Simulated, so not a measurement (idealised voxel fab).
This is a process module. Its name is voxel capacitor over wiring.
Cross-section cut spans 235 nm and uses square cells 5 nm in size.
In this document a cross-section is written as a grid of square cells. It is given as a series of bands, listed from the top down, and a band is one or more rows of cells.
Basically the band line says how high the top is and how high the bottom is, in nm, and then what's in it from left to right, every material with its width in nm. Empty space shows up as "air", and if a single material carries "edge to edge" it runs the full band edge to edge.
We count height from 0. Below that, the starting wafer is all one material. The lowest band never ends at the bottom but goes on down; see "top 0, no bottom" for how that is written.
A width such as "30->40" changes by the same amount from each row of cells to the next, from the band's top row to its bottom row.
Step marked "no modification"? Then no cell in the cross-section changed in it.
The entry titled "Closed void table" provides the empty spaces that have no open way to the top, restricted to those of 8 cells or more. Each is presented as width x height at distance, the distance being measured from the left edge, with all three in nm.
If you see something after the settings on a step's line, that's the simulator's own remark about that step.
You can add "overlay nm" to a step's line. For a step with a mask, it describes how far the mask lay to the right of its planned position, and a negative number describes a lay to the left.

The planned process steps are enumerated hereunder:
1. RECEIVE (material Si)
2. CONFORMAL_DEP (material SiO2; thk nm 10)
3. CONFORMAL_DEP (material SiCN; thk nm 5)
4. DIRECTIONAL_DEP (material SiO2; thk nm 15)
5. DIRECTIONAL_DEP (material aC; thk nm 15)
6. PATTERN (tone open; mask id METAL_1; material resist; width nm 20; pitch nm 80; thk nm 35; overlay nm 0)
7. DIRECTIONAL_ETCH (etch materials aC; depth nm 15)
8. STRIP (etch materials resist)
9. DIRECTIONAL_ETCH (etch materials SiO2; depth nm 15)
10. DIRECTIONAL_ETCH (etch materials SiCN; depth nm 5)
11. STRIP (etch materials aC)
12. CONFORMAL_DEP (material TiN; thk nm 5)
13. FILL_DEP (material Cu; thk nm 5)
14. CMP (height nm 30)
15. CONFORMAL_DEP (material SiCN; thk nm 5)
16. DIRECTIONAL_DEP (material SiO2; thk nm 15)
17. PATTERN (tone open; mask id PLUG_1; material resist; width nm 15; thk nm 15; overlay nm 0)
18. DIRECTIONAL_ETCH (etch materials SiO2; depth nm 15)
19. DIRECTIONAL_ETCH (etch materials SiCN; depth nm 5)
20. STRIP (etch materials resist)
21. CONFORMAL_DEP (material TiN; thk nm 5)
22. FILL_DEP (material W; thk nm 10)
23. CMP (height nm 50)
24. DIRECTIONAL_DEP (material TiN; thk nm 10)
25. DIRECTIONAL_DEP (material HfO2; thk nm 5)
26. DIRECTIONAL_DEP (material TiN; thk nm 5)
27. PATTERN (tone cover; mask id UPPER_PLATE; material resist; width nm 65; thk nm 20; overlay nm 0)
28. DIRECTIONAL_ETCH (etch materials TiN; depth nm 5)
29. DIRECTIONAL_ETCH (etch materials HfO2; depth nm 5)
30. STRIP (etch materials resist)
31. PATTERN (tone cover; mask id LOWER_PLATE; material resist; width nm 75; thk nm 20; overlay nm 0)
32. DIRECTIONAL_ETCH (etch materials TiN; depth nm 10)
33. STRIP (etch materials resist)
34. FILL_DEP (material SiO2; thk nm 20)
35. CMP (height nm 85)
36. PATTERN (tone open; mask id PLUG_2; material resist; width nm 15; thk nm 15; overlay nm 0)
37. DIRECTIONAL_ETCH (etch materials SiO2; depth nm 15)
38. STRIP (etch materials resist)
39. CONFORMAL_DEP (material TiN; thk nm 5)
40. FILL_DEP (material W; thk nm 10)
41. CMP (height nm 85)
42. CONFORMAL_DEP (material SiN; thk nm 5)

Wafer as received: cross-section following step 1:
- top 0, no bottom  Si edge to edge
- Closed void table: none

Starting structure and process plan are as shown above, but one mistake was made in running the module; the wafer cross-section at the end of the module follows:
- top 90, bottom 85  SiN edge to edge
- top 85, bottom 75  80 SiO2 / 5 TiN / 5 W / 5 TiN / 140 SiO2
- top 75, bottom 65  80->70 SiO2 / 15->65 TiN / 140->100 SiO2
- top 65, bottom 60  70 SiO2 / 65 HfO2 / 100 SiO2
- top 60, bottom 50  65 SiO2 / 75 TiN / 95 SiO2
- top 50, bottom 35  70 SiO2 / 5 TiN / 5 SiN / 5 TiN / 150 SiO2
- top 35, bottom 30  70 SiCN / 15 TiN / 150 SiCN
- top 30, bottom 15  65 SiO2 / 5 TiN / 10 Cu / 5 TiN / 60 SiO2 / 5 TiN / 10 Cu / 5 TiN / 70 SiO2
- top 15, bottom 10  65 SiCN / 20 TiN / 60 SiCN / 20 TiN / 70 SiCN
- top 10, bottom 0  SiO2 edge to edge
- top 0, no bottom  Si edge to edge
- Closed void table: none
Error vs. plan: rather than as planned, step 22 actually ran as FILL_DEP (material SiN; thk nm 10)
